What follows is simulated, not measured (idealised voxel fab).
voxel local oxidation: a process module
It is cross-section cut that appears here, measuring 150 nm in width, its square cells being 5 nm in size.
Cross-section layout: square cells on a grid; listed as bands, top to bottom; a band spans one or more cell rows. Heads up on the band format: heights come first, top then bottom, in nm. After that it's the materials left to right, each with its width in nm. A single material flagged "throughout" fills the whole band edge to edge, and "air" means there's empty space there. Below 0: as-received wafer, all one material; heights counted from there. Lowest band: no bottom, goes on down, written "0 down". A width such as "30->40" changes by the same amount from each row of cells to the next, from the band's top row to its bottom row. "remains unaltered" means the step left every cell of the cross-section as it was. You'll see "Closed internal cavities" listing empty spaces that have no way open to the top, as long as they're 8 cells or more; the notation is width x height at distance, where the distance is from the left edge, and all of it is in nm. Whatever follows a step's settings on its line is a remark the simulator itself makes about that step. You can add "overlay nm" to a step's line. For a step with a mask, it describes how far the mask lay to the right of its planned position, and a negative number describes a lay to the left.

Steps planned for the process
| 1 | RECEIVE [material Si] |
| 2 | CONFORMAL_DEP [material SiO2] [thk nm 5] |
| 3 | CONFORMAL_DEP [material SiN] [thk nm 10] |
| 4 | MASKED_ETCH [tone cover] [mask id ACTIVE] [width nm 90] [etch materials SiN] [depth nm 10] [overlay nm -15] |
| 5 | SELECTIVE_ETCH [etch materials SiO2] [depth nm 5] |
| 6 | OXIDIZE [depth nm 15] |
| 7 | STRIP [etch materials SiN] |
The plan's step 4 overlay nm is the first wafer's value; the wafers differ in this setting and start identical.

As-received cross-section, first of several wafers, post step 1
* 0 down  Si throughout
* Closed internal cavities: none

Per-wafer rows below. For each material: cells gained (+) or lost (-) since the wafer was received, as of end of module. Then: closed voids
overlay nm -15; -60 Si; +76 SiO2; Closed internal cavities: none
overlay nm -10; -60 Si; +76 SiO2; Closed internal cavities: none
overlay nm -5; -60 Si; +76 SiO2; Closed internal cavities: none
overlay nm 0; -60 Si; +76 SiO2; Closed internal cavities: none
overlay nm 5; -60 Si; +76 SiO2; Closed internal cavities: none
overlay nm 10; -60 Si; +76 SiO2; Closed internal cavities: none
overlay nm 15; -60 Si; +76 SiO2; Closed internal cavities: none
